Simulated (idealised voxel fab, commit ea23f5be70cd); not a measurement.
The following is a process module called voxel released beams.
Pictured: cross-section cut, 250 nm wide, on a grid of 5 nm square cells.
The cross-sections in this document take the form of a grid made of square cells. They are written out as bands, in order from top to bottom. Each band consists of one or more rows of cells.
Heights first: top, then bottom, in nm. Then materials, left to right, each with a width in nm. "all across" on a single material: fills the band edge to edge. "blank": empty space.
Height datum 0, below which the as-received substrate wafer is one material. Lowest band open at the bottom, running downward: "0 and below".
So if you see something like "30->40" for the width, read it as the top row of the band sitting at the first number and the bottom row at the second, with every row in between moving by the same amount as the last.
You'll sometimes find "nothing altered" written for a step, and that's the way of saying that nowhere in the cross-section did a cell change during that step.
For the entry "Completely sealed voids", the listed items are empty spaces with no open way to the top whose size is 8 cells or more; each item follows the pattern width x height at distance, where distance is from the left edge and all three are in nm.
On each step's line, the part that comes after the settings is the simulator's own comment on the step.
overlay nm: right-of-plan distance of the mask on a masked step; negative values mean left-of-plan.

Listed below are the process steps as planned
step 1: op RECEIVE | material Si
step 2: op CONFORMAL_DEP | material SiN | thk nm 5
step 3: op DIRECTIONAL_DEP | material SiO2 | thk nm 20
step 4: op MASKED_ETCH | tone open | mask id ANCHOR | width nm 35 | etch materials SiO2 | depth nm 20 | overlay nm 0
step 5: op CONFORMAL_DEP | material polySi | thk nm 10
step 6: op MASKED_ETCH | tone cover | mask id BEAM | width nm 85 | etch materials polySi | depth nm 10 | overlay nm 0
step 7: op STRIP | etch materials SiO2

first wafer, as planned

Wafer cross-section on receipt, i.e. after step 1
> 0 and below | Si all across
> Completely sealed voids: none

Wafer xsec, post step 2
> 5 down to 0 | SiN all across
> No changes below 0.

Wafer xsec, post step 3
> 25 down to 5 | SiO2 all across
> No changes below 5.

Wafer xsec, post step 4
> 25 down to 5 | SiO2 85, blank 35, SiO2 130
> No changes below 5.

Wafer xsec, post step 5
> 35 down to 25 | polySi 95, blank 15, polySi 140
> 25 down to 15 | SiO2 85, polySi 10, blank 15, polySi 10, SiO2 130
> 15 down to 5 | SiO2 85, polySi 35, SiO2 130
> No changes below 5.

Wafer xsec, post step 6
> 35 down to 25 | blank 80, polySi 15, blank 15, polySi 55, blank 85
> No changes below 25.

Wafer xsec, post step 7
> 35 down to 25 | blank 80, polySi 15, blank 15, polySi 55, blank 85
> 25 down to 15 | blank 85, polySi 10, blank 15, polySi 10, blank 130
> 15 down to 5 | blank 85, polySi 35, blank 130
> No changes below 5.

Notes, second wafer: start = first wafer's, plan = first wafer's, execution had one mistake; history identical to first through step 2

The second wafer in cross-section, at the planned close of step 3
> 25 down to 0 | SiN all across
> No changes below 0.

The second wafer in cross-section, at the planned close of step 4: nothing altered

The second wafer in cross-section, at the planned close of step 5
> 35 down to 25 | polySi all across
> No changes below 25.

The second wafer in cross-section, at the planned close of step 6
> 35 down to 25 | blank 80, polySi 85, blank 85
> No changes below 25.

The second wafer in cross-section, at the planned close of step 7: nothing altered
Here's what went sideways: step 3 changed vs plan, executed as op DIRECTIONAL_DEP | material SiN | thk nm 20
Counted in cells at the end, the second wafer holds more or fewer of these materials than the first: SiN +200; polySi -16
